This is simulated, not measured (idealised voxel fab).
process module | voxel capacitor over wiring
cross-section cut | 165 nm wide | cells 5 nm
A cross-section is a grid of square cells, given in bands from the top down. A band is one or more rows of cells.
Each band's line starts with the height of the band's top and of its bottom, in nm. Then come its materials from left to right, each with its width in nm. One material with "throughout" fills the band from edge to edge. "air" is empty space.
Height 0 is the level under which the wafer as received is all one material. The lowest band goes on downwards, as in "0 down".
A width such as "30 to 40" changes by the same amount from each row of cells to the next, from the band's top row to its bottom row.
"no change" after a step means that no cell of the cross-section changed.
closed voids: empty space of 8 cells or more with no open way to the top, each as width x height at its distance from the left edge, in nm
after a step's settings: what the simulator itself notes on the step
overlay nm, on a step with a mask: how far to the right of its planned place the mask lay; to the left if negative
plan
1 op RECEIVE | material Si
2 op CONFORMAL_DEP | material SiO2 | thk nm 10
3 op DIRECTIONAL_DEP | material TiN | thk nm 5
4 op DIRECTIONAL_DEP | material W | thk nm 25
5 op PATTERN | tone cover | mask id METAL_1 | material resist | width nm 30 | pitch nm 90 | thk nm 20 | overlay nm 0
6 op DIRECTIONAL_ETCH | etch materials W | depth nm 25
7 op DIRECTIONAL_ETCH | etch materials TiN | depth nm 5
8 op STRIP | etch materials resist
9 op FILL_DEP | material lowk | thk nm 10
10 op CMP | height nm 40
11 op CONFORMAL_DEP | material SiCN | thk nm 5
12 op DIRECTIONAL_DEP | material lowk | thk nm 10
13 op MASKED_ETCH | tone open | mask id PLUG_1 | width nm 15 | etch materials lowk | depth nm 10 | overlay nm 0
14 op MASKED_ETCH | tone open | mask id PLUG_1 | width nm 15 | etch materials SiCN | depth nm 5 | overlay nm 0
15 op CONFORMAL_DEP | material TiN | thk nm 5
16 op FILL_DEP | material Ru | thk nm 5
17 op CMP | height nm 55
18 op DIRECTIONAL_DEP | material TiN | thk nm 10
19 op DIRECTIONAL_DEP | material SiN | thk nm 5
20 op DIRECTIONAL_DEP | material TiN | thk nm 10
21 op DIRECTIONAL_DEP | material aC | thk nm 15
22 op PATTERN | tone cover | mask id UPPER_PLATE | material resist | width nm 55 | thk nm 35 | overlay nm 0
23 op DIRECTIONAL_ETCH | etch materials aC | depth nm 15
24 op STRIP | etch materials resist
25 op DIRECTIONAL_ETCH | etch materials TiN | depth nm 10
26 op DIRECTIONAL_ETCH | etch materials SiN | depth nm 5
27 op STRIP | etch materials aC
28 op MASKED_ETCH | tone cover | mask id LOWER_PLATE | width nm 75 | etch materials TiN | depth nm 10 | overlay nm 0
29 op FILL_DEP | material SiO2 | thk nm 20
30 op CMP | height nm 95
31 op PATTERN | tone open | mask id PLUG_2 | material resist | width nm 15 | thk nm 20 | overlay nm 0
32 op DIRECTIONAL_ETCH | etch materials SiO2 | depth nm 15
33 op STRIP | etch materials resist
34 op CONFORMAL_DEP | material TiN | thk nm 5
35 op FILL_DEP | material Ru | thk nm 10
36 op CMP | height nm 95
37 op CONFORMAL_DEP | material SiN | thk nm 5
varied across the wafers: width nm of step 22. The plan shows the first wafer's value. All wafers start alike
first wafer as received, after step 1
  0 down: Si throughout
  closed voids: none
first wafer at the end, after step 37
  100 to 95: SiN throughout
  95 to 85: SiO2 45 | TiN 5 | Ru 5 | TiN 5 | SiO2 105
  85 to 80: SiO2 45 | TiN 15 | SiO2 105
  80 to 70: SiO2 40 | TiN 55 | SiO2 70
  70 to 65: SiO2 40 | SiN 55 | SiO2 70
  65 to 55: SiO2 30 | TiN 75 | SiO2 60
  55 to 45: lowk 35 | TiN 5 | Ru 5 | TiN 5 | lowk 115
  45 to 40: SiCN 35 | TiN 15 | SiCN 115
  40 to 15: lowk 20 | W 30 | lowk 60 | W 30 | lowk 25
  15 to 10: lowk 20 | TiN 30 | lowk 60 | TiN 30 | lowk 25
  10 to 0: SiO2 throughout
  0 down: Si throughout
  closed voids: none
last wafer at the end
  100 to 95: SiN throughout
  95 to 85: SiO2 45 | TiN 5 | Ru 5 | TiN 5 | SiO2 105
  85 to 80: SiO2 45 | TiN 15 | SiO2 105
  80 to 70: SiO2 30 | TiN 75 | SiO2 60
  70 to 65: SiO2 30 | SiN 80 | SiO2 55
  65 to 55: SiO2 30 | TiN 80 | SiO2 55
  55 to 45: lowk 35 | TiN 5 | Ru 5 | TiN 5 | lowk 115
  45 to 40: SiCN 35 | TiN 15 | SiCN 115
  40 to 15: lowk 20 | W 30 | lowk 60 | W 30 | lowk 25
  15 to 10: lowk 20 | TiN 30 | lowk 60 | TiN 30 | lowk 25
  10 to 0: SiO2 throughout
  0 down: Si throughout
  closed voids: none
each wafer at the end: cells of each material gained (+) or lost (-) since it was received, then its closed voids
width nm 55 | +4 Ru | +30 SiCN | +44 SiN | +258 SiO2 | +78 TiN | +60 W | +186 lowk | closed voids: none
width nm 60 | +4 Ru | +30 SiCN | +45 SiN | +255 SiO2 | +80 TiN | +60 W | +186 lowk | closed voids: none
width nm 65 | +4 Ru | +30 SiCN | +46 SiN | +252 SiO2 | +82 TiN | +60 W | +186 lowk | closed voids: none
width nm 70 | +4 Ru | +30 SiCN | +47 SiN | +249 SiO2 | +84 TiN | +60 W | +186 lowk | closed voids: none
width nm 75 | +4 Ru | +30 SiCN | +48 SiN | +246 SiO2 | +86 TiN | +60 W | +186 lowk | closed voids: none
width nm 80 | +4 Ru | +30 SiCN | +49 SiN | +243 SiO2 | +88 TiN | +60 W | +186 lowk | closed voids: none
